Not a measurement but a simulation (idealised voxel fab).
process module | voxel transistor to metal
cross-section cut | 175 nm wide | cells 5 nm
A cross-section is a grid of square cells, given in bands from the top down. A band is one or more rows of cells.
Each band's line starts with the height of the band's top and of its bottom, in nm. Then come its materials from left to right, each with its width in nm. One material with "throughout" fills the band from edge to edge. "air" is empty space.
Height 0 is the level under which the wafer as received is all one material. The lowest band goes on downwards, as in "0 down".
A width such as "30 to 40" changes by the same amount from each row of cells to the next, from the band's top row to its bottom row.
"no change" after a step means that no cell of the cross-section changed.
closed voids: empty space of 8 cells or more with no open way to the top, each as width x height at its distance from the left edge, in nm
after a step's settings: what the simulator itself notes on the step
overlay nm, on a step with a mask: how far to the right of its planned place the mask lay; to the left if negative
plan
1 op RECEIVE | material Si
2 op CONFORMAL_DEP | material SiO2 | thk nm 5
3 op CONFORMAL_DEP | material SiN | thk nm 15
4 op PATTERN | tone cover | mask id ACTIVE | material resist | width nm 105 | thk nm 20 | overlay nm 0
5 op DIRECTIONAL_ETCH | etch materials SiN | depth nm 15
6 op DIRECTIONAL_ETCH | etch materials SiO2 | depth nm 5
7 op DIRECTIONAL_ETCH | etch materials Si | depth nm 25
8 op STRIP | etch materials resist
9 op FILL_DEP | material SiO2 | thk nm 15
10 op CMP | height nm 20
11 op SELECTIVE_ETCH | etch materials SiO2 | depth nm 5
12 op STRIP | etch materials SiN
13 op SELECTIVE_ETCH | etch materials SiO2 | depth nm 5
14 op OXIDIZE | depth nm 5
15 op DIRECTIONAL_DEP | material polySi | thk nm 20
16 op DIRECTIONAL_DEP | material SiCN | thk nm 10
17 op DIRECTIONAL_DEP | material aC | thk nm 15
18 op PATTERN | tone cover | mask id GATE | material resist | width nm 25 | thk nm 30 | overlay nm 0
19 op DIRECTIONAL_ETCH | etch materials aC | depth nm 15
20 op STRIP | etch materials resist
21 op DIRECTIONAL_ETCH | etch materials SiCN | depth nm 20
22 op DIRECTIONAL_ETCH | etch materials polySi | depth nm 30
23 op STRIP | etch materials aC
24 op CONFORMAL_DEP | material SiN | thk nm 5
25 op DIRECTIONAL_ETCH | etch materials SiN | depth nm 5
26 op DIRECTIONAL_ETCH | etch materials SiO2 | depth nm 5
27 op EPI | material SiGe | thk nm 5
28 op FILL_DEP | material SiO2 | thk nm 5
29 op CMP | height nm 20
30 op STRIP | etch materials polySi
31 op SELECTIVE_ETCH | etch materials SiO2 | depth nm 5
32 op CONFORMAL_DEP | material HfO2 | thk nm 5
33 op CONFORMAL_DEP | material TiN | thk nm 5
34 op FILL_DEP | material W | thk nm 5
35 op CMP | height nm 15
36 op DIRECTIONAL_DEP | material SiO2 | thk nm 10
37 op DIRECTIONAL_DEP | material aC | thk nm 15
38 op PATTERN | tone open | mask id CONTACT | material resist | width nm 20 | pitch nm 75 | thk nm 30 | overlay nm 0
39 op DIRECTIONAL_ETCH | etch materials aC | depth nm 15
40 op STRIP | etch materials resist
41 op DIRECTIONAL_ETCH | etch materials SiO2 | depth nm 25
42 op STRIP | etch materials aC
43 op CONFORMAL_DEP | material TiN | thk nm 5
44 op FILL_DEP | material W | thk nm 5
45 op CMP | height nm 25
46 op CONFORMAL_DEP | material SiCN | thk nm 5
47 op DIRECTIONAL_DEP | material lowk | thk nm 15
48 op PATTERN | tone open | mask id METAL_1 | material resist | width nm 20 | pitch nm 75 | thk nm 15 | overlay nm 0
49 op DIRECTIONAL_ETCH | etch materials lowk | depth nm 15
50 op DIRECTIONAL_ETCH | etch materials SiCN | depth nm 5
51 op STRIP | etch materials resist
52 op CONFORMAL_DEP | material TiN | thk nm 5
53 op FILL_DEP | material Ru | thk nm 10
54 op CMP | height nm 45
55 op CONFORMAL_DEP | material SiCN | thk nm 5
56 op DIRECTIONAL_DEP | material lowk | thk nm 25
57 op DIRECTIONAL_DEP | material aC | thk nm 10
58 op PATTERN | tone open | mask id METAL_2 | material resist | width nm 20 | pitch nm 75 | thk nm 25 | overlay nm 0
59 op DIRECTIONAL_ETCH | etch materials aC | depth nm 10
60 op STRIP | etch materials resist
61 op DIRECTIONAL_ETCH | etch materials lowk | depth nm 15
62 op STRIP | etch materials aC
63 op PATTERN | tone open | mask id METAL_2_HOLES | material resist | width nm 15 | pitch nm 75 | thk nm 20 | overlay nm 0
64 op DIRECTIONAL_ETCH | etch materials lowk | depth nm 10
65 op DIRECTIONAL_ETCH | etch materials SiCN | depth nm 5
66 op STRIP | etch materials resist
67 op CONFORMAL_DEP | material TiN | thk nm 5
68 op FILL_DEP | material Ru | thk nm 5
69 op CMP | height nm 75
70 op CONFORMAL_DEP | material SiCN | thk nm 5
first wafer, as planned
as received, after step 1
  0 down: Si throughout
  closed voids: none
after step 2
  5 to 0: SiO2 throughout
  below 0: unchanged
after step 3
  20 to 5: SiN throughout
  below 5: unchanged
after step 4
  40 to 20: air 35 | resist 105 | air 35
  below 20: unchanged
after step 5
  40 to 20: air 35 | resist 105 | air 35
  20 to 5: air 35 | SiN 105 | air 35
  below 5: unchanged
after step 6
  40 to 20: air 35 | resist 105 | air 35
  20 to 5: air 35 | SiN 105 | air 35
  5 to 0: air 35 | SiO2 105 | air 35
  below 0: unchanged
after step 7
  40 to 20: air 35 | resist 105 | air 35
  20 to 5: air 35 | SiN 105 | air 35
  5 to 0: air 35 | SiO2 105 | air 35
  0 to -25: air 35 | Si 105 | air 35
  below -25: unchanged
after step 8
  20 to 5: air 35 | SiN 105 | air 35
  below 5: unchanged
after step 9
  35 to 20: SiO2 throughout
  20 to 5: SiO2 35 | SiN 105 | SiO2 35
  5 to 0: SiO2 throughout
  0 to -25: SiO2 35 | Si 105 | SiO2 35
  below -25: unchanged
after step 10
  20 to 5: SiO2 35 | SiN 105 | SiO2 35
  below 5: unchanged
after step 11
  20 to 15: air 35 | SiN 105 | air 35
  below 15: unchanged
after step 12
  15 to 5: SiO2 35 | air 105 | SiO2 35
  below 5: unchanged
after step 13
  10 to 0: SiO2 30 | air 115 | SiO2 30
  below 0: unchanged
after step 14
  10 to 0: SiO2 30 | air 115 | SiO2 30
  0 to -5: SiO2 throughout
  below -5: unchanged
after step 15
  30 to 20: polySi 30 | air 115 | polySi 30
  20 to 10: polySi throughout
  10 to 0: SiO2 30 | polySi 115 | SiO2 30
  below 0: unchanged
after step 16
  40 to 30: SiCN 30 | air 115 | SiCN 30
  30 to 20: polySi 30 | SiCN 115 | polySi 30
  below 20: unchanged
after step 17
  55 to 45: aC 30 | air 115 | aC 30
  45 to 40: aC throughout
  40 to 30: SiCN 30 | aC 115 | SiCN 30
  below 30: unchanged
after step 18
  85 to 55: air 75 | resist 25 | air 75
  55 to 45: aC 30 | air 45 | resist 25 | air 45 | aC 30
  below 45: unchanged
after step 19
  70 to 45: air 75 | resist 25 | air 75
  45 to 40: air 75 | aC 25 | air 75
  40 to 30: SiCN 30 | air 45 | aC 25 | air 45 | SiCN 30
  below 30: unchanged
after step 20
  45 to 40: air 75 | aC 25 | air 75
  below 40: unchanged
after step 21
  45 to 30: air 75 | aC 25 | air 75
  30 to 20: polySi 30 | air 45 | SiCN 25 | air 45 | polySi 30
  below 20: unchanged
after step 22
  45 to 30: air 75 | aC 25 | air 75
  30 to 20: air 75 | SiCN 25 | air 75
  20 to 10: air 75 | polySi 25 | air 75
  10 to 0: SiO2 30 | air 45 | polySi 25 | air 45 | SiO2 30
  below 0: unchanged
after step 23
  30 to 20: air 75 | SiCN 25 | air 75
  below 20: unchanged
after step 24
  35 to 30: air 70 | SiN 35 | air 70
  30 to 20: air 70 | SiN 5 | SiCN 25 | SiN 5 | air 70
  20 to 15: air 70 | SiN 5 | polySi 25 | SiN 5 | air 70
  15 to 10: SiN 35 | air 35 | SiN 5 | polySi 25 | SiN 5 | air 35 | SiN 35
  10 to 5: SiO2 30 | SiN 5 | air 35 | SiN 5 | polySi 25 | SiN 5 | air 35 | SiN 5 | SiO2 30
  5 to 0: SiO2 30 | SiN 45 | polySi 25 | SiN 45 | SiO2 30
  below 0: unchanged
after step 25
  30 to 20: air 70 | SiN 5 | SiCN 25 | SiN 5 | air 70
  20 to 10: air 70 | SiN 5 | polySi 25 | SiN 5 | air 70
  10 to 0: SiO2 30 | SiN 5 | air 35 | SiN 5 | polySi 25 | SiN 5 | air 35 | SiN 5 | SiO2 30
  below 0: unchanged
after step 26
  30 to 20: air 70 | SiN 5 | SiCN 25 | SiN 5 | air 70
  20 to 10: air 70 | SiN 5 | polySi 25 | SiN 5 | air 70
  10 to 5: air 30 | SiN 5 | air 35 | SiN 5 | polySi 25 | SiN 5 | air 35 | SiN 5 | air 30
  5 to 0: SiO2 30 | SiN 5 | air 35 | SiN 5 | polySi 25 | SiN 5 | air 35 | SiN 5 | SiO2 30
  0 to -5: SiO2 35 | air 35 | SiO2 35 | air 35 | SiO2 35
  below -5: unchanged
after step 27
  30 to 20: air 70 | SiN 5 | SiCN 25 | SiN 5 | air 70
  20 to 10: air 70 | SiN 5 | polySi 25 | SiN 5 | air 70
  10 to 5: air 30 | SiN 5 | air 35 | SiN 5 | polySi 25 | SiN 5 | air 35 | SiN 5 | air 30
  5 to 0: SiO2 30 | SiN 5 | air 35 | SiN 5 | polySi 25 | SiN 5 | air 35 | SiN 5 | SiO2 30
  0 to -5: SiO2 35 | SiGe 35 | SiO2 35 | SiGe 35 | SiO2 35
  below -5: unchanged
after step 28
  35 to 30: SiO2 throughout
  30 to 20: SiO2 70 | SiN 5 | SiCN 25 | SiN 5 | SiO2 70
  20 to 10: SiO2 70 | SiN 5 | polySi 25 | SiN 5 | SiO2 70
  10 to 0: SiO2 30 | SiN 5 | SiO2 35 | SiN 5 | polySi 25 | SiN 5 | SiO2 35 | SiN 5 | SiO2 30
  below 0: unchanged
after step 29
  20 to 10: SiO2 70 | SiN 5 | polySi 25 | SiN 5 | SiO2 70
  below 10: unchanged
after step 30
  20 to 10: SiO2 70 | SiN 5 | air 25 | SiN 5 | SiO2 70
  10 to 0: SiO2 30 | SiN 5 | SiO2 35 | SiN 5 | air 25 | SiN 5 | SiO2 35 | SiN 5 | SiO2 30
  below 0: unchanged
after step 31
  20 to 15: air 70 | SiN 5 | air 25 | SiN 5 | air 70
  15 to 10: SiO2 70 | SiN 5 | air 25 | SiN 5 | SiO2 70
  10 to 0: SiO2 30 | SiN 5 | SiO2 35 | SiN 5 | air 25 | SiN 5 | SiO2 35 | SiN 5 | SiO2 30
  0 to -5: SiO2 35 | SiGe 35 | air 35 | SiGe 35 | SiO2 35
  below -5: unchanged
after step 32
  25 to 20: air 65 | HfO2 15 | air 15 | HfO2 15 | air 65
  20 to 15: HfO2 70 | SiN 5 | HfO2 5 | air 15 | HfO2 5 | SiN 5 | HfO2 70
  15 to 10: SiO2 70 | SiN 5 | HfO2 5 | air 15 | HfO2 5 | SiN 5 | SiO2 70
  10 to 0: SiO2 30 | SiN 5 | SiO2 35 | SiN 5 | HfO2 5 | air 15 | HfO2 5 | SiN 5 | SiO2 35 | SiN 5 | SiO2 30
  0 to -5: SiO2 35 | SiGe 35 | HfO2 35 | SiGe 35 | SiO2 35
  below -5: unchanged
after step 33
  30 to 25: air 60 | TiN 25 | air 5 | TiN 25 | air 60
  25 to 20: TiN 65 | HfO2 15 | TiN 5 | air 5 | TiN 5 | HfO2 15 | TiN 65
  20 to 15: HfO2 70 | SiN 5 | HfO2 5 | TiN 5 | air 5 | TiN 5 | HfO2 5 | SiN 5 | HfO2 70
  15 to 10: SiO2 70 | SiN 5 | HfO2 5 | TiN 5 | air 5 | TiN 5 | HfO2 5 | SiN 5 | SiO2 70
  10 to 5: SiO2 30 | SiN 5 | SiO2 35 | SiN 5 | HfO2 5 | TiN 5 | air 5 | TiN 5 | HfO2 5 | SiN 5 | SiO2 35 | SiN 5 | SiO2 30
  5 to 0: SiO2 30 | SiN 5 | SiO2 35 | SiN 5 | HfO2 5 | TiN 15 | HfO2 5 | SiN 5 | SiO2 35 | SiN 5 | SiO2 30
  below 0: unchanged
after step 34
  35 to 30: W throughout
  30 to 25: W 60 | TiN 25 | W 5 | TiN 25 | W 60
  25 to 20: TiN 65 | HfO2 15 | TiN 5 | W 5 | TiN 5 | HfO2 15 | TiN 65
  20 to 15: HfO2 70 | SiN 5 | HfO2 5 | TiN 5 | W 5 | TiN 5 | HfO2 5 | SiN 5 | HfO2 70
  15 to 10: SiO2 70 | SiN 5 | HfO2 5 | TiN 5 | W 5 | TiN 5 | HfO2 5 | SiN 5 | SiO2 70
  10 to 5: SiO2 30 | SiN 5 | SiO2 35 | SiN 5 | HfO2 5 | TiN 5 | W 5 | TiN 5 | HfO2 5 | SiN 5 | SiO2 35 | SiN 5 | SiO2 30
  below 5: unchanged
after step 35
  15 to 10: SiO2 70 | SiN 5 | HfO2 5 | TiN 5 | W 5 | TiN 5 | HfO2 5 | SiN 5 | SiO2 70
  below 10: unchanged
after step 36
  25 to 15: SiO2 throughout
  below 15: unchanged
after step 37
  40 to 25: aC throughout
  below 25: unchanged
after step 38
  70 to 40: resist 40 | air 20 | resist 55 | air 20 | resist 40
  below 40: unchanged
after step 39
  55 to 40: resist 40 | air 20 | resist 55 | air 20 | resist 40
  40 to 25: aC 40 | air 20 | aC 55 | air 20 | aC 40
  below 25: unchanged
after step 40
  40 to 25: aC 40 | air 20 | aC 55 | air 20 | aC 40
  below 25: unchanged
after step 41
  40 to 25: aC 40 | air 20 | aC 55 | air 20 | aC 40
  25 to 15: SiO2 40 | air 20 | SiO2 55 | air 20 | SiO2 40
  15 to 10: SiO2 40 | air 20 | SiO2 10 | SiN 5 | HfO2 5 | TiN 5 | W 5 | TiN 5 | HfO2 5 | SiN 5 | SiO2 10 | air 20 | SiO2 40
  10 to 5: SiO2 30 | SiN 5 | SiO2 5 | air 20 | SiO2 10 | SiN 5 | HfO2 5 | TiN 5 | W 5 | TiN 5 | HfO2 5 | SiN 5 | SiO2 10 | air 20 | SiO2 5 | SiN 5 | SiO2 30
  5 to 0: SiO2 30 | SiN 5 | SiO2 5 | air 20 | SiO2 10 | SiN 5 | HfO2 5 | TiN 15 | HfO2 5 | SiN 5 | SiO2 10 | air 20 | SiO2 5 | SiN 5 | SiO2 30
  below 0: unchanged
after step 42
  25 to 15: SiO2 40 | air 20 | SiO2 55 | air 20 | SiO2 40
  below 15: unchanged
after step 43
  30 to 25: TiN 45 | air 10 | TiN 65 | air 10 | TiN 45
  25 to 15: SiO2 40 | TiN 5 | air 10 | TiN 5 | SiO2 55 | TiN 5 | air 10 | TiN 5 | SiO2 40
  15 to 10: SiO2 40 | TiN 5 | air 10 | TiN 5 | SiO2 10 | SiN 5 | HfO2 5 | TiN 5 | W 5 | TiN 5 | HfO2 5 | SiN 5 | SiO2 10 | TiN 5 | air 10 | TiN 5 | SiO2 40
  10 to 5: SiO2 30 | SiN 5 | SiO2 5 | TiN 5 | air 10 | TiN 5 | SiO2 10 | SiN 5 | HfO2 5 | TiN 5 | W 5 | TiN 5 | HfO2 5 | SiN 5 | SiO2 10 | TiN 5 | air 10 | TiN 5 | SiO2 5 | SiN 5 | SiO2 30
  5 to 0: SiO2 30 | SiN 5 | SiO2 5 | TiN 20 | SiO2 10 | SiN 5 | HfO2 5 | TiN 15 | HfO2 5 | SiN 5 | SiO2 10 | TiN 20 | SiO2 5 | SiN 5 | SiO2 30
  below 0: unchanged
after step 44
  35 to 30: W throughout
  30 to 25: TiN 45 | W 10 | TiN 65 | W 10 | TiN 45
  25 to 15: SiO2 40 | TiN 5 | W 10 | TiN 5 | SiO2 55 | TiN 5 | W 10 | TiN 5 | SiO2 40
  15 to 10: SiO2 40 | TiN 5 | W 10 | TiN 5 | SiO2 10 | SiN 5 | HfO2 5 | TiN 5 | W 5 | TiN 5 | HfO2 5 | SiN 5 | SiO2 10 | TiN 5 | W 10 | TiN 5 | SiO2 40
  10 to 5: SiO2 30 | SiN 5 | SiO2 5 | TiN 5 | W 10 | TiN 5 | SiO2 10 | SiN 5 | HfO2 5 | TiN 5 | W 5 | TiN 5 | HfO2 5 | SiN 5 | SiO2 10 | TiN 5 | W 10 | TiN 5 | SiO2 5 | SiN 5 | SiO2 30
  below 5: unchanged
after step 45
  25 to 15: SiO2 40 | TiN 5 | W 10 | TiN 5 | SiO2 55 | TiN 5 | W 10 | TiN 5 | SiO2 40
  below 15: unchanged
after step 46
  30 to 25: SiCN throughout
  below 25: unchanged
after step 47
  45 to 30: lowk throughout
  below 30: unchanged
after step 48
  60 to 45: resist 40 | air 20 | resist 55 | air 20 | resist 40
  below 45: unchanged
after step 49
  60 to 45: resist 40 | air 20 | resist 55 | air 20 | resist 40
  45 to 30: lowk 40 | air 20 | lowk 55 | air 20 | lowk 40
  below 30: unchanged
after step 50
  60 to 45: resist 40 | air 20 | resist 55 | air 20 | resist 40
  45 to 30: lowk 40 | air 20 | lowk 55 | air 20 | lowk 40
  30 to 25: SiCN 40 | air 20 | SiCN 55 | air 20 | SiCN 40
  below 25: unchanged
after step 51
  45 to 30: lowk 40 | air 20 | lowk 55 | air 20 | lowk 40
  below 30: unchanged
after step 52
  50 to 45: TiN 45 | air 10 | TiN 65 | air 10 | TiN 45
  45 to 30: lowk 40 | TiN 5 | air 10 | TiN 5 | lowk 55 | TiN 5 | air 10 | TiN 5 | lowk 40
  30 to 25: SiCN 40 | TiN 20 | SiCN 55 | TiN 20 | SiCN 40
  below 25: unchanged
after step 53
  60 to 50: Ru throughout
  50 to 45: TiN 45 | Ru 10 | TiN 65 | Ru 10 | TiN 45
  45 to 30: lowk 40 | TiN 5 | Ru 10 | TiN 5 | lowk 55 | TiN 5 | Ru 10 | TiN 5 | lowk 40
  below 30: unchanged
after step 54
  45 to 30: lowk 40 | TiN 5 | Ru 10 | TiN 5 | lowk 55 | TiN 5 | Ru 10 | TiN 5 | lowk 40
  below 30: unchanged
after step 55
  50 to 45: SiCN throughout
  below 45: unchanged
after step 56
  75 to 50: lowk throughout
  below 50: unchanged
after step 57
  85 to 75: aC throughout
  below 75: unchanged
after step 58
  110 to 85: resist 40 | air 20 | resist 55 | air 20 | resist 40
  below 85: unchanged
after step 59
  100 to 85: resist 40 | air 20 | resist 55 | air 20 | resist 40
  85 to 75: aC 40 | air 20 | aC 55 | air 20 | aC 40
  below 75: unchanged
after step 60
  85 to 75: aC 40 | air 20 | aC 55 | air 20 | aC 40
  below 75: unchanged
after step 61
  85 to 75: aC 40 | air 20 | aC 55 | air 20 | aC 40
  75 to 60: lowk 40 | air 20 | lowk 55 | air 20 | lowk 40
  below 60: unchanged
after step 62
  75 to 60: lowk 40 | air 20 | lowk 55 | air 20 | lowk 40
  below 60: unchanged
after step 63
  95 to 75: resist 40 | air 15 | resist 60 | air 15 | resist 45
  75 to 60: lowk 40 | air 15 | resist 5 | lowk 55 | air 15 | resist 5 | lowk 40
  below 60: unchanged
after step 64
  95 to 75: resist 40 | air 15 | resist 60 | air 15 | resist 45
  75 to 60: lowk 40 | air 15 | resist 5 | lowk 55 | air 15 | resist 5 | lowk 40
  60 to 50: lowk 40 | air 15 | lowk 60 | air 15 | lowk 45
  below 50: unchanged
after step 65
  95 to 75: resist 40 | air 15 | resist 60 | air 15 | resist 45
  75 to 60: lowk 40 | air 15 | resist 5 | lowk 55 | air 15 | resist 5 | lowk 40
  60 to 50: lowk 40 | air 15 | lowk 60 | air 15 | lowk 45
  50 to 45: SiCN 40 | air 15 | SiCN 60 | air 15 | SiCN 45
  below 45: unchanged
after step 66
  75 to 60: lowk 40 | air 20 | lowk 55 | air 20 | lowk 40
  below 60: unchanged
after step 67
  80 to 75: TiN 45 | air 10 | TiN 65 | air 10 | TiN 45
  75 to 65: lowk 40 | TiN 5 | air 10 | TiN 5 | lowk 55 | TiN 5 | air 10 | TiN 5 | lowk 40
  65 to 60: lowk 40 | TiN 5 | air 5 | TiN 10 | lowk 55 | TiN 5 | air 5 | TiN 10 | lowk 40
  60 to 50: lowk 40 | TiN 5 | air 5 | TiN 5 | lowk 60 | TiN 5 | air 5 | TiN 5 | lowk 45
  50 to 45: SiCN 40 | TiN 15 | SiCN 60 | TiN 15 | SiCN 45
  below 45: unchanged
after step 68
  85 to 80: Ru throughout
  80 to 75: TiN 45 | Ru 10 | TiN 65 | Ru 10 | TiN 45
  75 to 65: lowk 40 | TiN 5 | Ru 10 | TiN 5 | lowk 55 | TiN 5 | Ru 10 | TiN 5 | lowk 40
  65 to 60: lowk 40 | TiN 5 | Ru 5 | TiN 10 | lowk 55 | TiN 5 | Ru 5 | TiN 10 | lowk 40
  60 to 50: lowk 40 | TiN 5 | Ru 5 | TiN 5 | lowk 60 | TiN 5 | Ru 5 | TiN 5 | lowk 45
  below 50: unchanged
after step 69
  75 to 65: lowk 40 | TiN 5 | Ru 10 | TiN 5 | lowk 55 | TiN 5 | Ru 10 | TiN 5 | lowk 40
  below 65: unchanged
after step 70
  80 to 75: SiCN throughout
  below 75: unchanged
second wafer: like start, like plan, one mistake. Through step 45 it matches the first wafer
when step 46 should have ended
  40 to 25: lowk throughout
  below 25: unchanged
when step 47 should have ended
  45 to 40: SiCN throughout
  below 40: unchanged
when step 48 should have ended
  60 to 45: resist 40 | air 20 | resist 55 | air 20 | resist 40
  below 45: unchanged
when step 49 should have ended: no change
when step 50 should have ended
  60 to 45: resist 40 | air 20 | resist 55 | air 20 | resist 40
  45 to 40: SiCN 40 | air 20 | SiCN 55 | air 20 | SiCN 40
  below 40: unchanged
when step 51 should have ended
  45 to 40: SiCN 40 | air 20 | SiCN 55 | air 20 | SiCN 40
  below 40: unchanged
when step 52 should have ended
  50 to 45: TiN 45 | air 10 | TiN 65 | air 10 | TiN 45
  45 to 40: SiCN 40 | TiN 20 | SiCN 55 | TiN 20 | SiCN 40
  below 40: unchanged
when step 53 should have ended
  60 to 50: Ru throughout
  50 to 45: TiN 45 | Ru 10 | TiN 65 | Ru 10 | TiN 45
  below 45: unchanged
when step 54 should have ended
  45 to 40: SiCN 40 | TiN 20 | SiCN 55 | TiN 20 | SiCN 40
  below 40: unchanged
when step 55 should have ended
  50 to 45: SiCN throughout
  below 45: unchanged
when step 56 should have ended
  75 to 50: lowk throughout
  below 50: unchanged
when step 57 should have ended
  85 to 75: aC throughout
  below 75: unchanged
when step 58 should have ended
  110 to 85: resist 40 | air 20 | resist 55 | air 20 | resist 40
  below 85: unchanged
when step 59 should have ended
  100 to 85: resist 40 | air 20 | resist 55 | air 20 | resist 40
  85 to 75: aC 40 | air 20 | aC 55 | air 20 | aC 40
  below 75: unchanged
when step 60 should have ended
  85 to 75: aC 40 | air 20 | aC 55 | air 20 | aC 40
  below 75: unchanged
when step 61 should have ended
  85 to 75: aC 40 | air 20 | aC 55 | air 20 | aC 40
  75 to 60: lowk 40 | air 20 | lowk 55 | air 20 | lowk 40
  below 60: unchanged
when step 62 should have ended
  75 to 60: lowk 40 | air 20 | lowk 55 | air 20 | lowk 40
  below 60: unchanged
when step 63 should have ended
  95 to 75: resist 40 | air 15 | resist 60 | air 15 | resist 45
  75 to 60: lowk 40 | air 15 | resist 5 | lowk 55 | air 15 | resist 5 | lowk 40
  below 60: unchanged
when step 64 should have ended
  95 to 75: resist 40 | air 15 | resist 60 | air 15 | resist 45
  75 to 60: lowk 40 | air 15 | resist 5 | lowk 55 | air 15 | resist 5 | lowk 40
  60 to 50: lowk 40 | air 15 | lowk 60 | air 15 | lowk 45
  below 50: unchanged
when step 65 should have ended
  95 to 75: resist 40 | air 15 | resist 60 | air 15 | resist 45
  75 to 60: lowk 40 | air 15 | resist 5 | lowk 55 | air 15 | resist 5 | lowk 40
  60 to 50: lowk 40 | air 15 | lowk 60 | air 15 | lowk 45
  50 to 45: SiCN 40 | air 15 | SiCN 60 | air 15 | SiCN 45
  below 45: unchanged
when step 66 should have ended
  75 to 60: lowk 40 | air 20 | lowk 55 | air 20 | lowk 40
  below 60: unchanged
when step 67 should have ended
  80 to 75: TiN 45 | air 10 | TiN 65 | air 10 | TiN 45
  75 to 65: lowk 40 | TiN 5 | air 10 | TiN 5 | lowk 55 | TiN 5 | air 10 | TiN 5 | lowk 40
  65 to 60: lowk 40 | TiN 5 | air 5 | TiN 10 | lowk 55 | TiN 5 | air 5 | TiN 10 | lowk 40
  60 to 50: lowk 40 | TiN 5 | air 5 | TiN 5 | lowk 60 | TiN 5 | air 5 | TiN 5 | lowk 45
  50 to 40: SiCN 40 | TiN 15 to 20 | SiCN 60 to 55 | TiN 15 to 20 | SiCN 45 to 40
  below 40: unchanged
when step 68 should have ended
  85 to 80: Ru throughout
  80 to 75: TiN 45 | Ru 10 | TiN 65 | Ru 10 | TiN 45
  75 to 65: lowk 40 | TiN 5 | Ru 10 | TiN 5 | lowk 55 | TiN 5 | Ru 10 | TiN 5 | lowk 40
  65 to 60: lowk 40 | TiN 5 | Ru 5 | TiN 10 | lowk 55 | TiN 5 | Ru 5 | TiN 10 | lowk 40
  60 to 50: lowk 40 | TiN 5 | Ru 5 | TiN 5 | lowk 60 | TiN 5 | Ru 5 | TiN 5 | lowk 45
  below 50: unchanged
when step 69 should have ended
  75 to 65: lowk 40 | TiN 5 | Ru 10 | TiN 5 | lowk 55 | TiN 5 | Ru 10 | TiN 5 | lowk 40
  below 65: unchanged
when step 70 should have ended
  80 to 75: SiCN throughout
  below 75: unchanged
what went wrong: steps 46 and 47 were swapped
at the end the second wafer has, in cells: 12 fewer of Ru | 12 fewer of TiN | 24 more of lowk
